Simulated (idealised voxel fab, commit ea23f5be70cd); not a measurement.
This section sets out a process module, namely voxel released beams.
This is section cut - it's 295 nm across, gridded in 5 nm square cells.
Cross-sections here: square-cell grids, written as top-down lists of bands, a band being one or more rows of cells.
What a band's entry tells you: where the top is and where the bottom is, as heights in nm, and after that what lies inside, material by material from left to right, each with its width in nm. Empty space is written as the word "air", and a single material marked with the word "throughout" occupies the band from edge to edge.
Convention: height 0 is the level below which the wafer, as received, is all one material. The lowest band does not terminate at the bottom but continues downward, represented as "z 0 and below".
Read "30..40" as a graded width: first number on top, second number at the bottom, same change between each pair of neighbouring rows.
"no alteration" (step): cross-section cells unchanged, all of them.
"Closed empty spaces": empty spaces of 8 cells or more with no open way to the top, each given as width x height at distance, distance from the left edge, all in nm.
On a step's line, text after the settings is the simulator commenting on that step.
On any step carrying a mask, the "overlay nm" setting, if present on the step's line, tells how far right of its planned place the mask lay; negative values point to the left.
[Listed below are the process steps as planned]
- 1: op RECEIVE | material Si
- 2: op CONFORMAL_DEP | material Al2O3 | thk nm 10
- 3: op DIRECTIONAL_DEP | material SiO2 | thk nm 15
- 4: op PATTERN | tone open | mask id ANCHOR | material resist | width nm 35 | thk nm 20 | overlay nm 0
- 5: op DIRECTIONAL_ETCH | etch materials SiO2 | depth nm 15
- 6: op STRIP | etch materials resist
- 7: op CONFORMAL_DEP | material SiN | thk nm 15
- 8: op DIRECTIONAL_DEP | material aC | thk nm 15
- 9: op PATTERN | tone cover | mask id BEAM | material resist | width nm 115 | thk nm 30 | overlay nm 0
- 10: op DIRECTIONAL_ETCH | etch materials aC | depth nm 15
- 11: op STRIP | etch materials resist
- 12: op DIRECTIONAL_ETCH | etch materials SiN | depth nm 15
- 13: op STRIP | etch materials aC
- 14: op STRIP | etch materials SiO2
[Delivered wafer in cross-section: state after step 1]
    z 0 and below = Si throughout
    Closed empty spaces: none
[Cross-section, end of module. Start: as above. Plan: as above. Execution: one mistake]
    z 45 to 30 = air 85 / SiN 20 / air 5 / SiN 90 / air 95
    z 30 to 15 = air 90 / SiN 35 / air 170
    z 15 to 0 = Al2O3 throughout
    z 0 and below = Si throughout
    Closed empty spaces: none
Want to know what went wrong? the process deviated at step 2: the operation and settings actually run there were op CONFORMAL_DEP | material Al2O3 | thk nm 15
